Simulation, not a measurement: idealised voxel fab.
process module | voxel quadruple lines
cross-section cut | 205 nm wide | cells 5 nm
A cross-section is a grid of square cells, given in bands from the top down. A band is one or more rows of cells.
Each band's line starts with the height of the band's top and of its bottom, in nm. Then come its materials from left to right, each with its width in nm. One material with "throughout" fills the band from edge to edge. "air" is empty space.
Height 0 is the level under which the wafer as received is all one material. The lowest band goes on downwards, as in "0 down".
A width such as "30 to 40" changes by the same amount from each row of cells to the next, from the band's top row to its bottom row.
"no change" after a step means that no cell of the cross-section changed.
closed voids: empty space of 8 cells or more with no open way to the top, each as width x height at its distance from the left edge, in nm
after a step's settings: what the simulator itself notes on the step
overlay nm, on a step with a mask: how far to the right of its planned place the mask lay; to the left if negative
plan
1 op RECEIVE | material Si
2 op CONFORMAL_DEP | material SiO2 | thk nm 10
3 op DIRECTIONAL_DEP | material TiN | thk nm 15
4 op DIRECTIONAL_DEP | material polySi | thk nm 20
5 op DIRECTIONAL_DEP | material aC | thk nm 25
6 op PATTERN | tone cover | mask id MANDREL | material resist | width nm 20 | thk nm 30 | overlay nm 0
7 op DIRECTIONAL_ETCH | etch materials aC | depth nm 25
8 op STRIP | etch materials resist
9 op CONFORMAL_DEP | material SiO2 | thk nm 10
10 op DIRECTIONAL_ETCH | etch materials SiO2 | depth nm 10
11 op STRIP | etch materials aC
12 op DIRECTIONAL_ETCH | etch materials polySi | depth nm 20
13 op STRIP | etch materials SiO2
14 op CONFORMAL_DEP | material SiN | thk nm 5
15 op DIRECTIONAL_ETCH | etch materials SiN | depth nm 5
16 op STRIP | etch materials polySi
17 op DIRECTIONAL_ETCH | etch materials TiN | depth nm 15
18 op STRIP | etch materials SiN
as received, after step 1
  0 down: Si throughout
  closed voids: none
a wafer at the end: this start, this plan, one mistake
  25 to 10: air 85 | TiN 5 | air 20 | TiN 5 | air 90
  10 to 0: SiO2 throughout
  0 down: Si throughout
  closed voids: none
what went wrong: step 6 ran as: op PATTERN | tone open | mask id MANDREL | material resist | width nm 20 | thk nm 30 | overlay nm 0
